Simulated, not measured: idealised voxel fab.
process module | voxel released beams
cross-section cut | 225 nm wide | cells 5 nm
A cross-section is a grid of square cells, given in bands from the top down. A band is one or more rows of cells.
Each band's line starts with the height of the band's top and of its bottom, in nm. Then come its materials from left to right, each with its width in nm. One material with "throughout" fills the band from edge to edge. "air" is empty space.
Height 0 is the level under which the wafer as received is all one material. The lowest band goes on downwards, as in "0 down".
A width such as "30 to 40" changes by the same amount from each row of cells to the next, from the band's top row to its bottom row.
"no change" after a step means that no cell of the cross-section changed.
closed voids: empty space of 8 cells or more with no open way to the top, each as width x height at its distance from the left edge, in nm
after a step's settings: what the simulator itself notes on the step
overlay nm, on a step with a mask: how far to the right of its planned place the mask lay; to the left if negative
plan
1 op RECEIVE | material Si
2 op CONFORMAL_DEP | material Al2O3 | thk nm 10
3 op DIRECTIONAL_DEP | material SiO2 | thk nm 15
4 op MASKED_ETCH | tone open | mask id ANCHOR | width nm 45 | etch materials SiO2 | depth nm 15 | overlay nm 0
5 op CONFORMAL_DEP | material polySi | thk nm 15
6 op MASKED_ETCH | tone cover | mask id BEAM | width nm 100 | etch materials polySi | depth nm 15 | overlay nm 0
7 op STRIP | etch materials SiO2
as received, after step 1
  0 down: Si throughout
  closed voids: none
first wafer at the end, as planned
  40 to 25: air 60 | polySi 20 | air 15 | polySi 65 | air 65
  25 to 10: air 65 | polySi 45 | air 115
  10 to 0: Al2O3 throughout
  0 down: Si throughout
  closed voids: none
second wafer at the end: like start, like plan, one mistake
  55 to 40: air 60 | polySi 100 | air 65
  40 to 25: polySi throughout
  25 to 10: SiO2 65 | polySi 45 | SiO2 115
  10 to 0: Al2O3 throughout
  0 down: Si throughout
  closed voids: none
what went wrong: step 5 was run twice
at the end the second wafer has, in cells: 108 more of SiO2 | 144 more of polySi
